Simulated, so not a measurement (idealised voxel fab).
process module | voxel wiring stack
cross-section cut | 140 nm wide | cells 5 nm
A cross-section is a grid of square cells, given in bands from the top down. A band is one or more rows of cells.
Each band's line starts with the height of the band's top and of its bottom, in nm. Then come its materials from left to right, each with its width in nm. One material with "throughout" fills the band from edge to edge. "air" is empty space.
Height 0 is the level under which the wafer as received is all one material. The lowest band goes on downwards, as in "0 down".
A width such as "30 to 40" changes by the same amount from each row of cells to the next, from the band's top row to its bottom row.
"no change" after a step means that no cell of the cross-section changed.
closed voids: empty space of 8 cells or more with no open way to the top, each as width x height at its distance from the left edge, in nm
after a step's settings: what the simulator itself notes on the step
overlay nm, on a step with a mask: how far to the right of its planned place the mask lay; to the left if negative
plan
1 op RECEIVE | material Si
2 op CONFORMAL_DEP | material SiO2 | thk nm 10
3 op CONFORMAL_DEP | material SiN | thk nm 5
4 op DIRECTIONAL_DEP | material lowk | thk nm 15
5 op PATTERN | tone open | mask id METAL_1 | material resist | width nm 30 | pitch nm 50 | thk nm 20 | overlay nm 0
6 op DIRECTIONAL_ETCH | etch materials lowk | depth nm 15
7 op DIRECTIONAL_ETCH | etch materials SiN | depth nm 5
8 op STRIP | etch materials resist
9 op CONFORMAL_DEP | material TiN | thk nm 5
10 op FILL_DEP | material Cu | thk nm 5
11 op CMP | height nm 30
12 op CONFORMAL_DEP | material SiCN | thk nm 5
13 op DIRECTIONAL_DEP | material SiO2 | thk nm 30
14 op MASKED_ETCH | tone open | mask id METAL_2_HOLES | width nm 15 | pitch nm 50 | etch materials SiO2 | depth nm 30 | overlay nm 0
15 op DIRECTIONAL_DEP | material aC | thk nm 15
16 op PATTERN | tone open | mask id METAL_2 | material resist | width nm 30 | pitch nm 50 | thk nm 30 | overlay nm 0
17 op DIRECTIONAL_ETCH | etch materials aC | depth nm 15
18 op STRIP | etch materials resist
19 op DIRECTIONAL_ETCH | etch materials SiO2 | depth nm 15
20 op DIRECTIONAL_ETCH | etch materials SiCN | depth nm 5
21 op STRIP | etch materials aC
22 op CONFORMAL_DEP | material TiN | thk nm 5
23 op FILL_DEP | material Cu | thk nm 5
24 op CMP | height nm 65
25 op CONFORMAL_DEP | material SiCN | thk nm 5
26 op DIRECTIONAL_DEP | material lowk | thk nm 10
27 op PATTERN | tone open | mask id PLUG_2 | material resist | width nm 15 | pitch nm 50 | thk nm 15 | overlay nm 0
28 op DIRECTIONAL_ETCH | etch materials lowk | depth nm 10
29 op DIRECTIONAL_ETCH | etch materials SiCN | depth nm 5
30 op STRIP | etch materials resist
31 op EPI | material Ru | thk nm 10
32 op EPI | material Ru | thk nm 5
33 op CONFORMAL_DEP | material SiCN | thk nm 5
34 op DIRECTIONAL_DEP | material lowk | thk nm 15
35 op PATTERN | tone open | mask id METAL_3 | material resist | width nm 30 | pitch nm 50 | thk nm 20 | overlay nm 0
36 op DIRECTIONAL_ETCH | etch materials lowk | depth nm 15
37 op DIRECTIONAL_ETCH | etch materials SiCN | depth nm 5
38 op STRIP | etch materials resist
39 op CONFORMAL_DEP | material TiN | thk nm 5
40 op FILL_DEP | material Ru | thk nm 5
41 op CMP | height nm 100
42 op EPI | material Ru | thk nm 5
43 op FILL_DEP | material SiCN | thk nm 5
44 op DIRECTIONAL_DEP | material lowk | thk nm 30
45 op PATTERN | tone open | mask id METAL_4_HOLES | material resist | width nm 15 | thk nm 20 | overlay nm 0
46 op DIRECTIONAL_ETCH | etch materials lowk | depth nm 30
47 op STRIP | etch materials resist
48 op PATTERN | tone open | mask id METAL_4 | material resist | width nm 30 | pitch nm 50 | thk nm 15 | overlay nm 0
49 op DIRECTIONAL_ETCH | etch materials lowk | depth nm 15
50 op DIRECTIONAL_ETCH | etch materials SiCN | depth nm 5
51 op STRIP | etch materials resist
52 op CONFORMAL_DEP | material TiN | thk nm 5
53 op FILL_DEP | material Cu | thk nm 10
54 op CMP | height nm 140
55 op CONFORMAL_DEP | material SiN | thk nm 5
as received, after step 1
  0 down: Si throughout
  closed voids: none
a wafer at the end: this start, this plan, one mistake
  145 to 140: SiN throughout
  140 to 130: lowk 30 | TiN 5 | Cu 20 | TiN 5 | lowk 20 | TiN 5 | Cu 20 | TiN 5 | lowk 30
  130 to 125: lowk 30 | TiN 5 | Cu 5 | TiN 20 | lowk 20 | TiN 30 | lowk 30
  125 to 110: lowk 30 | TiN 5 | Cu 5 | TiN 5 | lowk 95
  110 to 105: SiCN 30 | TiN 15 | SiCN 95
  105 to 100: Ru throughout
  100 to 95: TiN 35 | Ru 20 | TiN 30 | Ru 20 | TiN 35
  95 to 85: lowk 30 | TiN 5 | Ru 20 | TiN 5 | lowk 20 | TiN 5 | Ru 20 | TiN 5 | lowk 30
  85 to 80: lowk 30 | TiN 30 | lowk 20 | TiN 30 | lowk 30
  80 to 70: lowk 30 | Ru 15 | lowk 35 | Ru 15 | lowk 45
  70 to 65: SiCN 30 | Ru 15 | SiCN 35 | Ru 15 | SiCN 45
  65 to 55: SiO2 30 | TiN 5 | Cu 20 | TiN 5 | SiO2 20 | TiN 5 | Cu 20 | TiN 5 | SiO2 30
  55 to 50: SiO2 30 | TiN 5 | Cu 5 | TiN 20 | SiO2 20 | TiN 5 | Cu 5 | TiN 20 | SiO2 30
  50 to 35: SiO2 30 | TiN 5 | Cu 5 | TiN 5 | SiO2 35 | TiN 5 | Cu 5 | TiN 5 | SiO2 45
  35 to 30: SiCN 30 | TiN 15 | SiCN 35 | TiN 15 | SiCN 45
  30 to 15: lowk 30 | TiN 5 | Cu 20 | TiN 5 | lowk 20 | TiN 5 | Cu 20 | TiN 5 | lowk 30
  15 to 10: SiN 30 | TiN 30 | SiN 20 | TiN 30 | SiN 30
  10 to 0: SiO2 throughout
  0 down: Si throughout
  closed voids: none
what went wrong: step 33 was left out
